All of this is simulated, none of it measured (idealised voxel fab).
Process module, titled voxel ribs on slabs
FYI the section here is cut, 245 nm wide, cells are 5 nm squares.
Format of a cross-section: grid, square cells. Given as bands. Order: top down. Band: one or more rows of cells. For a band, the entry starts with two heights in nm, that of the top and then that of the bottom, and carries on with the band's materials in order from left to right, each alongside its width in nm; the word "all across" beside a single material means it fills the band edge to edge, and "blank" means empty space. A quick word on heights: they are counted from 0, and under that level the wafer as it came to us is one material throughout. The lowest band is different from the rest in having no bottom; it simply continues downward, written as in "0 -> down". A two-number width, for instance "30 to 40", indicates that the width is equal to the first number in the top row of the band and to the second number in the bottom row, and that it changes by a constant amount per row of cells. "no change occurred" for a step: no cell of the cross-section changed in that step. The entry "Enclosed void entries" lists the empty spaces that cover at least 8 cells and have no open path to the top. Each is written as width x height at distance, where the distance is measured from the left edge and all three values are in nm. Where a step's line continues beyond its settings, the continuation is a remark by the simulator itself on that step. If you see "overlay nm" on a step's line and that step has a mask, it's telling you how far right of where it was planned the mask ended up; a negative number means it went left instead.
**The planned process steps are enumerated hereunder**
1. RECEIVE | material Si
2. DIRECTIONAL_DEP | material SiO2 | thk nm 20
3. DIRECTIONAL_DEP | material polySi | thk nm 25
4. MASKED_ETCH | tone cover | mask id RIB | width nm 30 | etch materials polySi | depth nm 5 | overlay nm 0
5. DIRECTIONAL_DEP | material aC | thk nm 15
6. PATTERN | tone cover | mask id SLAB | material resist | width nm 70 | thk nm 30 | overlay nm 0
7. DIRECTIONAL_ETCH | etch materials aC | depth nm 15
8. STRIP | etch materials resist
9. DIRECTIONAL_ETCH | etch materials polySi | depth nm 20
10. STRIP | etch materials aC
11. FILL_DEP | material SiO2 | thk nm 25
12. CMP | height nm 65
13. DIRECTIONAL_DEP | material W | thk nm 10
14. PATTERN | tone cover | mask id HEATER | material resist | width nm 40 | thk nm 15 | overlay nm 0
15. DIRECTIONAL_ETCH | etch materials W | depth nm 10
16. STRIP | etch materials resist
17. CONFORMAL_DEP | material SiO2 | thk nm 10
**Wafer as received: cross-section following step 1**
    0 -> down = Si all across
    Enclosed void entries: none
**Same starting wafer, same plan as above, one mistake in the execution; this is the cross-section at the end of the module**
    85 -> 75 = 90 blank / 60 SiO2 / 95 blank
    75 -> 65 = 100 SiO2 / 40 W / 105 SiO2
    65 -> 60 = 105 SiO2 / 30 polySi / 110 SiO2
    60 -> 40 = 85 SiO2 / 70 polySi / 90 SiO2
    40 -> 0 = SiO2 all across
    0 -> down = Si all across
    Enclosed void entries: none
Want to know what went wrong? step 2, plan: ran twice
